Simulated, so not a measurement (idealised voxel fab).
Proc. module: voxel wiring stack
The figure presents cross-section cut, which has a width of 300 nm and is divided into square cells with an edge length of 5 nm.
Cross-section = grid of square cells, listed top down in bands; band = one or more rows. Quick guide to a band line: top height, bottom height (nm) up front; then every material left to right with its width in nm. Only one material and it's marked "everywhere"? Then it fills the band edge to edge. And "air" just means empty space. Heights from 0 (as-received wafer is one material below). Bottom band endless downward, as "0 nm and below". When a width is written as two numbers, as in "30 to 40", the first number is the width in the top row of cells of the band and the second is the width in its bottom row, and the width changes by the same amount from each row to the next. The designation "stayed the same", where it is given for a processing step, indicates that no cell of the cross-section was altered in the course of that step. Each empty space that has no open way to the top and spans at least 8 cells appears under "Enclosed void listing" as width x height at distance, the distance counted from the left edge, all in nm. Whatever follows a step's settings on its line is a remark the simulator itself makes about that step. You can add "overlay nm" to a step's line. For a step with a mask, it describes how far the mask lay to the right of its planned position, and a negative number describes a lay to the left.
## List of planned process steps
step 1: RECEIVE with material Si
step 2: CONFORMAL_DEP with material SiO2, thk nm 15
step 3: CONFORMAL_DEP with material SiN, thk nm 5
step 4: DIRECTIONAL_DEP with material lowk, thk nm 25
step 5: DIRECTIONAL_DEP with material aC, thk nm 10
step 6: PATTERN with tone open, mask id METAL_1, material resist, width nm 30, pitch nm 55, thk nm 30, overlay nm 0
step 7: DIRECTIONAL_ETCH with etch materials aC, depth nm 10
step 8: STRIP with etch materials resist
step 9: DIRECTIONAL_ETCH with etch materials lowk, depth nm 25
step 10: DIRECTIONAL_ETCH with etch materials SiN, depth nm 5
step 11: STRIP with etch materials aC
step 12: CONFORMAL_DEP with material TiN, thk nm 5
step 13: FILL_DEP with material Cu, thk nm 5
step 14: CMP with height nm 45
step 15: CONFORMAL_DEP with material SiCN, thk nm 5
step 16: DIRECTIONAL_DEP with material lowk, thk nm 15
step 17: MASKED_ETCH with tone open, mask id PLUG_1, width nm 15, pitch nm 55, etch materials lowk, depth nm 15, overlay nm 0
step 18: MASKED_ETCH with tone open, mask id PLUG_1, width nm 15, pitch nm 55, etch materials SiCN, depth nm 5, overlay nm 0
step 19: EPI with material Ru, thk nm 10
step 20: EPI with material Ru, thk nm 10
step 21: DIRECTIONAL_DEP with material TiN, thk nm 5
step 22: DIRECTIONAL_DEP with material Ru, thk nm 15
step 23: DIRECTIONAL_DEP with material aC, thk nm 15
step 24: PATTERN with tone cover, mask id METAL_2, material resist, width nm 30, pitch nm 55, thk nm 35, overlay nm 0
step 25: DIRECTIONAL_ETCH with etch materials aC, depth nm 15
step 26: STRIP with etch materials resist
step 27: DIRECTIONAL_ETCH with etch materials Ru, depth nm 15
step 28: DIRECTIONAL_ETCH with etch materials TiN, depth nm 5
step 29: STRIP with etch materials aC
step 30: CONFORMAL_DEP with material SiCN, thk nm 5
step 31: FILL_DEP with material SiO2, thk nm 5
step 32: CMP with height nm 85
step 33: CONFORMAL_DEP with material SiCN, thk nm 5
step 34: DIRECTIONAL_DEP with material SiO2, thk nm 20
step 35: PATTERN with tone open, mask id PLUG_2, material resist, width nm 15, pitch nm 55, thk nm 15, overlay nm 0
step 36: DIRECTIONAL_ETCH with etch materials SiO2, depth nm 20
step 37: DIRECTIONAL_ETCH with etch materials SiCN, depth nm 5
step 38: STRIP with etch materials resist
step 39: CONFORMAL_DEP with material TiN, thk nm 5
step 40: FILL_DEP with material Ru, thk nm 10
step 41: CMP with height nm 110
step 42: CONFORMAL_DEP with material SiCN, thk nm 5
step 43: DIRECTIONAL_DEP with material lowk, thk nm 20
step 44: PATTERN with tone open, mask id METAL_3, material resist, width nm 20, pitch nm 55, thk nm 15, overlay nm 0
step 45: DIRECTIONAL_ETCH with etch materials lowk, depth nm 20
step 46: DIRECTIONAL_ETCH with etch materials SiCN, depth nm 5
step 47: STRIP with etch materials resist
step 48: CONFORMAL_DEP with material TiN, thk nm 5
step 49: FILL_DEP with material Ru, thk nm 5
step 50: CMP with height nm 135
step 51: CONFORMAL_DEP with material SiCN, thk nm 5
step 52: DIRECTIONAL_DEP with material SiO2, thk nm 20
step 53: DIRECTIONAL_DEP with material aC, thk nm 10
step 54: PATTERN with tone open, mask id PLUG_3, material resist, width nm 15, pitch nm 55, thk nm 25, overlay nm 0
step 55: DIRECTIONAL_ETCH with etch materials aC, depth nm 10
step 56: STRIP with etch materials resist
step 57: DIRECTIONAL_ETCH with etch materials SiO2, depth nm 20
step 58: DIRECTIONAL_ETCH with etch materials SiCN, depth nm 5
step 59: STRIP with etch materials aC
step 60: CONFORMAL_DEP with material TiN, thk nm 5
step 61: FILL_DEP with material W, thk nm 5
step 62: CMP with height nm 160
step 63: CONFORMAL_DEP with material SiCN, thk nm 5
step 64: DIRECTIONAL_DEP with material SiO2, thk nm 15
step 65: MASKED_ETCH with tone open, mask id METAL_4, width nm 30, pitch nm 55, etch materials SiO2, depth nm 15, overlay nm 0
step 66: MASKED_ETCH with tone open, mask id METAL_4, width nm 30, pitch nm 55, etch materials SiCN, depth nm 5, overlay nm 0
step 67: CONFORMAL_DEP with material TiN, thk nm 5
step 68: FILL_DEP with material Ru, thk nm 5
step 69: CMP with height nm 180
step 70: EPI with material Ru, thk nm 5
step 71: FILL_DEP with material SiCN, thk nm 5
Heads up: all these wafers start the same, and what changes between them is the width nm in step 44. The value you see in the plan is just what the first wafer got.
## First of several wafers, received after step 1, in cross-section
	0 nm and below: Si everywhere
	Enclosed void listing: none
## Every row in this table is a wafer at the end of the module, and it gives, for each of the materials, the cells that wafer has gained (+) or lost (-) since it was received, then its closed voids
width nm 20 | +60 Cu | +186 Ru | +399 SiCN | +42 SiN | +822 SiO2 | +204 TiN | +12 W | +555 lowk | Enclosed void listing: none
width nm 25 | +60 Cu | +198 Ru | +396 SiCN | +42 SiN | +822 SiO2 | +207 TiN | +12 W | +543 lowk | Enclosed void listing: none
width nm 30 | +60 Cu | +210 Ru | +393 SiCN | +42 SiN | +822 SiO2 | +210 TiN | +12 W | +531 lowk | Enclosed void listing: none
width nm 35 | +60 Cu | +222 Ru | +390 SiCN | +42 SiN | +822 SiO2 | +213 TiN | +12 W | +519 lowk | Enclosed void listing: none
width nm 40 | +60 Cu | +234 Ru | +387 SiCN | +42 SiN | +822 SiO2 | +216 TiN | +12 W | +507 lowk | Enclosed void listing: none
